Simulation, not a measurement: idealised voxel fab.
process module | voxel transistor to metal
cross-section cut | 170 nm wide | cells 5 nm
A cross-section is a grid of square cells, given in bands from the top down. A band is one or more rows of cells.
Each band's line starts with the height of the band's top and of its bottom, in nm. Then come its materials from left to right, each with its width in nm. One material with "throughout" fills the band from edge to edge. "air" is empty space.
Height 0 is the level under which the wafer as received is all one material. The lowest band goes on downwards, as in "0 down".
A width such as "30 to 40" changes by the same amount from each row of cells to the next, from the band's top row to its bottom row.
"no change" after a step means that no cell of the cross-section changed.
closed voids: empty space of 8 cells or more with no open way to the top, each as width x height at its distance from the left edge, in nm
after a step's settings: what the simulator itself notes on the step
overlay nm, on a step with a mask: how far to the right of its planned place the mask lay; to the left if negative
plan
1 op RECEIVE | material Si
2 op OXIDIZE | depth nm 5
3 op CONFORMAL_DEP | material SiN | thk nm 10
4 op MASKED_ETCH | tone cover | mask id ACTIVE | width nm 110 | etch materials SiN | depth nm 10 | overlay nm 0
5 op MASKED_ETCH | tone cover | mask id ACTIVE | width nm 110 | etch materials SiO2 | depth nm 5 | overlay nm 0
6 op MASKED_ETCH | tone cover | mask id ACTIVE | width nm 110 | etch materials Si | depth nm 20 | overlay nm 0
7 op OXIDIZE | depth nm 5
8 op FILL_DEP | material SiO2 | thk nm 15
9 op CMP | height nm 10
10 op SELECTIVE_ETCH | etch materials SiO2 | depth nm 10
11 op STRIP | etch materials SiN
12 op SELECTIVE_ETCH | etch materials SiO2 | depth nm 5
13 op OXIDIZE | depth nm 5
14 op DIRECTIONAL_DEP | material polySi | thk nm 20
15 op DIRECTIONAL_DEP | material SiCN | thk nm 10
16 op DIRECTIONAL_DEP | material aC | thk nm 15
17 op PATTERN | tone cover | mask id GATE | material resist | width nm 30 | thk nm 35 | overlay nm 0
18 op DIRECTIONAL_ETCH | etch materials aC | depth nm 15
19 op STRIP | etch materials resist
20 op DIRECTIONAL_ETCH | etch materials SiCN | depth nm 20
21 op DIRECTIONAL_ETCH | etch materials polySi | depth nm 30
22 op STRIP | etch materials aC
23 op CONFORMAL_DEP | material SiO2 | thk nm 5
24 op DIRECTIONAL_ETCH | etch materials SiO2 | depth nm 5
25 op CONFORMAL_DEP | material SiN | thk nm 5
26 op DIRECTIONAL_ETCH | etch materials SiN | depth nm 5
27 op DIRECTIONAL_ETCH | etch materials SiO2 | depth nm 5
28 op DIRECTIONAL_ETCH | etch materials Si | depth nm 10
29 op EPI | material SiGe | thk nm 15
30 op FILL_DEP | material SiO2 | thk nm 10
31 op CMP | height nm 15
32 op STRIP | etch materials polySi
33 op SELECTIVE_ETCH | etch materials SiO2 | depth nm 5
34 op CONFORMAL_DEP | material HfO2 | thk nm 5
35 op CONFORMAL_DEP | material TiN | thk nm 5
36 op FILL_DEP | material W | thk nm 5
37 op CMP | height nm 10
38 op DIRECTIONAL_DEP | material SiO2 | thk nm 10
39 op MASKED_ETCH | tone open | mask id CONTACT | width nm 20 | pitch nm 80 | etch materials SiO2 | depth nm 25 | overlay nm 0
40 op CONFORMAL_DEP | material TiN | thk nm 5
41 op FILL_DEP | material W | thk nm 10
42 op CMP | height nm 20
43 op DIRECTIONAL_DEP | material TiN | thk nm 5
44 op DIRECTIONAL_DEP | material W | thk nm 20
45 op PATTERN | tone cover | mask id METAL_1 | material resist | width nm 20 | pitch nm 80 | thk nm 20 | overlay nm 0
46 op DIRECTIONAL_ETCH | etch materials W | depth nm 20
47 op DIRECTIONAL_ETCH | etch materials TiN | depth nm 5
48 op STRIP | etch materials resist
49 op CONFORMAL_DEP | material SiN | thk nm 5
50 op FILL_DEP | material lowk | thk nm 10
51 op CMP | height nm 45
52 op CONFORMAL_DEP | material SiN | thk nm 5
as received, after step 1
  0 down: Si throughout
  closed voids: none
first wafer at the end, as planned
  50 to 45: SiN throughout
  45 to 25: lowk 30 | SiN 5 | W 20 | SiN 5 | lowk 50 | SiN 5 | W 20 | SiN 5 | lowk 30
  25 to 20: SiN 35 | TiN 20 | SiN 60 | TiN 20 | SiN 35
  20 to 10: SiO2 35 | TiN 5 | W 10 | TiN 5 | SiO2 60 | TiN 5 | W 10 | TiN 5 | SiO2 35
  10 to 5: SiO2 35 | TiN 20 | SiO2 5 | SiN 5 | HfO2 5 | TiN 5 | W 20 | TiN 5 | HfO2 5 | SiN 5 | SiO2 5 | TiN 20 | SiO2 35
  5 to 0: SiO2 35 | TiN 10 | SiGe 15 | SiN 5 | HfO2 5 | TiN 5 | W 20 | TiN 5 | HfO2 5 | SiN 5 | SiGe 15 | TiN 10 | SiO2 35
  0 to -5: SiO2 35 | TiN 10 | SiGe 15 | SiN 5 | HfO2 5 | TiN 30 | HfO2 5 | SiN 5 | SiGe 15 | TiN 10 | SiO2 35
  -5 to -10: SiO2 30 | SiGe 30 | SiO2 5 | HfO2 40 | SiO2 5 | SiGe 30 | SiO2 30
  -10 to -20: SiO2 35 | SiGe 25 | Si 50 | SiGe 25 | SiO2 35
  -20 to -30: SiO2 35 | Si 100 | SiO2 35
  -30 down: Si throughout
  closed voids: none
second wafer at the end: like start, like plan, one mistake
  50 to 45: SiN throughout
  45 to 25: lowk 30 | SiN 5 | W 20 | SiN 5 | lowk 50 | SiN 5 | W 20 | SiN 5 | lowk 30
  25 to 20: SiN 35 | TiN 20 | SiN 60 | TiN 20 | SiN 35
  20 to 15: SiO2 35 | TiN 5 | W 10 | TiN 5 | SiO2 60 | TiN 5 | W 10 | TiN 5 | SiO2 35
  15 to 10: SiO2 35 | TiN 20 | SiO2 60 | TiN 20 | SiO2 35
  10 to 0: SiCN throughout
  0 to -5: SiO2 throughout
  -5 down: Si throughout
  closed voids: none
what went wrong: step 3 ran as: op CONFORMAL_DEP | material SiCN | thk nm 10
at the end the second wafer has, in cells: 14 fewer of HfO2 | 110 more of Si | 68 more of SiCN | 44 fewer of SiGe | 6 fewer of SiN | 80 fewer of SiO2 | 22 fewer of TiN | 12 fewer of W
